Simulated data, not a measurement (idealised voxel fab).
Process module under the name voxel fin reveal
160 nm wide, 5 nm square cells: that's cross-section cut.
In what follows, cross-sections appear as grids of square cells, described through bands that run from the top down, where every band is one or more rows of cells.
This entry defines a band. It first specifies the height of the band's top and the height of its bottom in nm, and then specifies the band's materials from left to right, stating each material with its width in nm. The word "everywhere" identifies a single material that fills the band from edge to edge, while the word "blank" identifies empty space.
It should be noted that heights are counted from 0, beneath which the wafer as supplied is of one material throughout, and that the lowest band possesses no lower boundary but continues downward, as written in "from 0 down".
The two numbers in a width such as "30 to 40" mark its ends across the band: the first belongs to the top row of cells, the second to the bottom row, and from each row to the next the width moves by the same amount.
Basically "remains unaltered" means that step didn't change any cell in the cross-section.
The label "Completely enclosed voids" introduces a list of the empty spaces, 8 cells or larger, that have no open way up to the top; each entry in it reads width x height at distance, where the distance is taken from the left edge and all three are stated in nm.
Post-settings text on a step line: simulator's own remark regarding the step.
For masked steps, "overlay nm" on the step line gives how far right of plan the mask actually lay; a minus sign means it lay to the left.

THE FOLLOWING LIST GIVES THE PLANNED PROCESS STEPS
1,RECEIVE [material Si]
2,CONFORMAL_DEP [material SiN] [thk nm 5]
3,MASKED_ETCH [tone cover] [mask id FINS] [width nm 15] [pitch nm 45] [etch materials SiN] [depth nm 5] [overlay nm 0]
4,MASKED_ETCH [tone cover] [mask id FINS] [width nm 15] [pitch nm 45] [etch materials Si] [depth nm 30] [overlay nm 0]
5,OXIDIZE [depth nm 5]
6,FILL_DEP [material SiO2] [thk nm 10]
7,CMP [height nm 5]
8,SELECTIVE_ETCH [etch materials SiO2] [depth nm 25]
9,STRIP [etch materials SiN]
10,CONFORMAL_DEP [material SiO2] [thk nm 5]

CROSS-SECTION OF THE INCOMING WAFER, STATE AFTER STEP 1
> from 0 down  Si everywhere
> Completely enclosed voids: none

END-OF-MODULE CROSS-SECTION OF THE FIRST OF TWO WAFERS, PROCESSED AS PLANNED
> from 5 to 0  blank 50 nm  SiO2 15 nm  blank 30 nm  SiO2 15 nm  blank 50 nm
> from 0 to -15  blank 50 nm  SiO2 5 nm  Si 5 nm  SiO2 5 nm  blank 30 nm  SiO2 5 nm  Si 5 nm  SiO2 5 nm  blank 50 nm
> from -15 to -35  SiO2 55 nm  Si 5 nm  SiO2 40 nm  Si 5 nm  SiO2 55 nm
> from -35 down  Si everywhere
> Completely enclosed voids: none

SO THIS IS WAFER NUMBER TWO OF THE TWO, CUT AT THE END OF THE MODULE - IT STARTED WHERE THE FIRST DID AND HAD THE SAME PLAN, WE JUST GOT ONE THING WRONG RUNNING IT
> from 5 to 0  blank 45 nm  SiO2 25 nm  blank 20 nm  SiO2 25 nm  blank 45 nm
> from 0 to -25  blank 45 nm  SiO2 10 nm  Si 5 nm  SiO2 10 nm  blank 20 nm  SiO2 10 nm  Si 5 nm  SiO2 10 nm  blank 45 nm
> from -25 to -35  SiO2 55 nm  Si 5 nm  SiO2 40 nm  Si 5 nm  SiO2 55 nm
> from -35 down  Si everywhere
> Completely enclosed voids: none
What went wrong in running the wafer? note that step 6 departed from the planned setting and was carried out as FILL_DEP [material SiN] [thk nm 10]
Counted in cells at the end, the second wafer holds more or fewer of these materials than the first: -28 SiO2
